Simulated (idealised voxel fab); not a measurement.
process module | voxel gate over fins
cross-section cut | 230 nm wide | cells 5 nm
A cross-section is a grid of square cells, given in bands from the top down. A band is one or more rows of cells.
Each band's line starts with the height of the band's top and of its bottom, in nm. Then come its materials from left to right, each with its width in nm. One material with "throughout" fills the band from edge to edge. "air" is empty space.
Height 0 is the level under which the wafer as received is all one material. The lowest band goes on downwards, as in "0 down".
A width such as "30 to 40" changes by the same amount from each row of cells to the next, from the band's top row to its bottom row.
"no change" after a step means that no cell of the cross-section changed.
closed voids: empty space of 8 cells or more with no open way to the top, each as width x height at its distance from the left edge, in nm
after a step's settings: what the simulator itself notes on the step
overlay nm, on a step with a mask: how far to the right of its planned place the mask lay; to the left if negative
plan
1 op RECEIVE | material Si
2 op CONFORMAL_DEP | material SiN | thk nm 5
3 op DIRECTIONAL_DEP | material aC | thk nm 10
4 op PATTERN | tone cover | mask id FINS | material resist | width nm 15 | pitch nm 45 | thk nm 25 | overlay nm 0
5 op DIRECTIONAL_ETCH | etch materials aC | depth nm 10
6 op STRIP | etch materials resist
7 op DIRECTIONAL_ETCH | etch materials SiN | depth nm 5
8 op DIRECTIONAL_ETCH | etch materials Si | depth nm 35
9 op STRIP | etch materials aC
10 op OXIDIZE | depth nm 5
11 op FILL_DEP | material SiO2 | thk nm 15
12 op CMP | height nm 5
13 op SELECTIVE_ETCH | etch materials SiO2 | depth nm 20
14 op STRIP | etch materials SiN
15 op CONFORMAL_DEP | material HfO2 | thk nm 5
16 op CONFORMAL_DEP | material TiN | thk nm 5
17 op FILL_DEP | material W | thk nm 15
18 op CMP | height nm 20
19 op CONFORMAL_DEP | material SiN | thk nm 5
first wafer, as planned
as received, after step 1
  0 down: Si throughout
  closed voids: none
after step 2
  5 to 0: SiN throughout
  below 0: unchanged
after step 3
  15 to 5: aC throughout
  below 5: unchanged
after step 4
  40 to 15: air 60 | resist 15 | air 30 | resist 15 | air 30 | resist 15 | air 65
  below 15: unchanged
after step 5
  30 to 15: air 60 | resist 15 | air 30 | resist 15 | air 30 | resist 15 | air 65
  15 to 5: air 60 | aC 15 | air 30 | aC 15 | air 30 | aC 15 | air 65
  below 5: unchanged
after step 6
  15 to 5: air 60 | aC 15 | air 30 | aC 15 | air 30 | aC 15 | air 65
  below 5: unchanged
after step 7
  15 to 5: air 60 | aC 15 | air 30 | aC 15 | air 30 | aC 15 | air 65
  5 to 0: air 60 | SiN 15 | air 30 | SiN 15 | air 30 | SiN 15 | air 65
  below 0: unchanged
after step 8
  15 to 5: air 60 | aC 15 | air 30 | aC 15 | air 30 | aC 15 | air 65
  5 to 0: air 60 | SiN 15 | air 30 | SiN 15 | air 30 | SiN 15 | air 65
  0 to -35: air 60 | Si 15 | air 30 | Si 15 | air 30 | Si 15 | air 65
  below -35: unchanged
after step 9
  5 to 0: air 60 | SiN 15 | air 30 | SiN 15 | air 30 | SiN 15 | air 65
  below 0: unchanged
after step 10
  5 to 0: air 60 | SiN 15 | air 30 | SiN 15 | air 30 | SiN 15 | air 65
  0 to -35: air 60 | SiO2 5 | Si 5 | SiO2 5 | air 30 | SiO2 5 | Si 5 | SiO2 5 | air 30 | SiO2 5 | Si 5 | SiO2 5 | air 65
  -35 to -40: SiO2 65 | Si 5 | SiO2 40 | Si 5 | SiO2 40 | Si 5 | SiO2 70
  below -40: unchanged
after step 11
  20 to 5: SiO2 throughout
  5 to 0: SiO2 60 | SiN 15 | SiO2 30 | SiN 15 | SiO2 30 | SiN 15 | SiO2 65
  0 to -40: SiO2 65 | Si 5 | SiO2 40 | Si 5 | SiO2 40 | Si 5 | SiO2 70
  below -40: unchanged
after step 12
  5 to 0: SiO2 60 | SiN 15 | SiO2 30 | SiN 15 | SiO2 30 | SiN 15 | SiO2 65
  below 0: unchanged
after step 13
  5 to 0: air 60 | SiN 15 | air 30 | SiN 15 | air 30 | SiN 15 | air 65
  0 to -15: air 65 | Si 5 | air 40 | Si 5 | air 40 | Si 5 | air 70
  below -15: unchanged
after step 14
  0 to -15: air 65 | Si 5 | air 40 | Si 5 | air 40 | Si 5 | air 70
  below -15: unchanged
after step 15
  5 to 0: air 60 | HfO2 15 | air 30 | HfO2 15 | air 30 | HfO2 15 | air 65
  0 to -10: air 60 | HfO2 5 | Si 5 | HfO2 5 | air 30 | HfO2 5 | Si 5 | HfO2 5 | air 30 | HfO2 5 | Si 5 | HfO2 5 | air 65
  -10 to -15: HfO2 65 | Si 5 | HfO2 40 | Si 5 | HfO2 40 | Si 5 | HfO2 70
  below -15: unchanged
after step 16
  10 to 5: air 55 | TiN 25 | air 20 | TiN 25 | air 20 | TiN 25 | air 60
  5 to 0: air 55 | TiN 5 | HfO2 15 | TiN 5 | air 20 | TiN 5 | HfO2 15 | TiN 5 | air 20 | TiN 5 | HfO2 15 | TiN 5 | air 60
  0 to -5: air 55 | TiN 5 | HfO2 5 | Si 5 | HfO2 5 | TiN 5 | air 20 | TiN 5 | HfO2 5 | Si 5 | HfO2 5 | TiN 5 | air 20 | TiN 5 | HfO2 5 | Si 5 | HfO2 5 | TiN 5 | air 60
  -5 to -10: TiN 60 | HfO2 5 | Si 5 | HfO2 5 | TiN 30 | HfO2 5 | Si 5 | HfO2 5 | TiN 30 | HfO2 5 | Si 5 | HfO2 5 | TiN 65
  below -10: unchanged
after step 17
  25 to 10: W throughout
  10 to 5: W 55 | TiN 25 | W 20 | TiN 25 | W 20 | TiN 25 | W 60
  5 to 0: W 55 | TiN 5 | HfO2 15 | TiN 5 | W 20 | TiN 5 | HfO2 15 | TiN 5 | W 20 | TiN 5 | HfO2 15 | TiN 5 | W 60
  0 to -5: W 55 | TiN 5 | HfO2 5 | Si 5 | HfO2 5 | TiN 5 | W 20 | TiN 5 | HfO2 5 | Si 5 | HfO2 5 | TiN 5 | W 20 | TiN 5 | HfO2 5 | Si 5 | HfO2 5 | TiN 5 | W 60
  below -5: unchanged
after step 18
  20 to 10: W throughout
  below 10: unchanged
after step 19
  25 to 20: SiN throughout
  below 20: unchanged
second wafer: like start, like plan, one mistake. Through step 12 it matches the first wafer
when step 13 should have ended
  5 to 0: air 60 | SiN 15 | air 30 | SiN 15 | air 30 | SiN 15 | air 65
  0 to -35: air 65 | Si 5 | air 40 | Si 5 | air 40 | Si 5 | air 70
  below -35: unchanged
when step 14 should have ended
  0 to -35: air 65 | Si 5 | air 40 | Si 5 | air 40 | Si 5 | air 70
  below -35: unchanged
when step 15 should have ended
  5 to 0: air 60 | HfO2 15 | air 30 | HfO2 15 | air 30 | HfO2 15 | air 65
  0 to -30: air 60 | HfO2 5 | Si 5 | HfO2 5 | air 30 | HfO2 5 | Si 5 | HfO2 5 | air 30 | HfO2 5 | Si 5 | HfO2 5 | air 65
  -30 to -35: HfO2 65 | Si 5 | HfO2 40 | Si 5 | HfO2 40 | Si 5 | HfO2 70
  below -35: unchanged
when step 16 should have ended
  10 to 5: air 55 | TiN 25 | air 20 | TiN 25 | air 20 | TiN 25 | air 60
  5 to 0: air 55 | TiN 5 | HfO2 15 | TiN 5 | air 20 | TiN 5 | HfO2 15 | TiN 5 | air 20 | TiN 5 | HfO2 15 | TiN 5 | air 60
  0 to -25: air 55 | TiN 5 | HfO2 5 | Si 5 | HfO2 5 | TiN 5 | air 20 | TiN 5 | HfO2 5 | Si 5 | HfO2 5 | TiN 5 | air 20 | TiN 5 | HfO2 5 | Si 5 | HfO2 5 | TiN 5 | air 60
  -25 to -30: TiN 60 | HfO2 5 | Si 5 | HfO2 5 | TiN 30 | HfO2 5 | Si 5 | HfO2 5 | TiN 30 | HfO2 5 | Si 5 | HfO2 5 | TiN 65
  below -30: unchanged
when step 17 should have ended
  25 to 10: W throughout
  10 to 5: W 55 | TiN 25 | W 20 | TiN 25 | W 20 | TiN 25 | W 60
  5 to 0: W 55 | TiN 5 | HfO2 15 | TiN 5 | W 20 | TiN 5 | HfO2 15 | TiN 5 | W 20 | TiN 5 | HfO2 15 | TiN 5 | W 60
  0 to -25: W 55 | TiN 5 | HfO2 5 | Si 5 | HfO2 5 | TiN 5 | W 20 | TiN 5 | HfO2 5 | Si 5 | HfO2 5 | TiN 5 | W 20 | TiN 5 | HfO2 5 | Si 5 | HfO2 5 | TiN 5 | W 60
  below -25: unchanged
when step 18 should have ended
  20 to 10: W throughout
  below 10: unchanged
when step 19 should have ended
  25 to 20: SiN throughout
  below 20: unchanged
what went wrong: step 13 was run twice
at the end the second wafer has, in cells: 24 more of HfO2 | 172 fewer of SiO2 | 24 more of TiN | 124 more of W
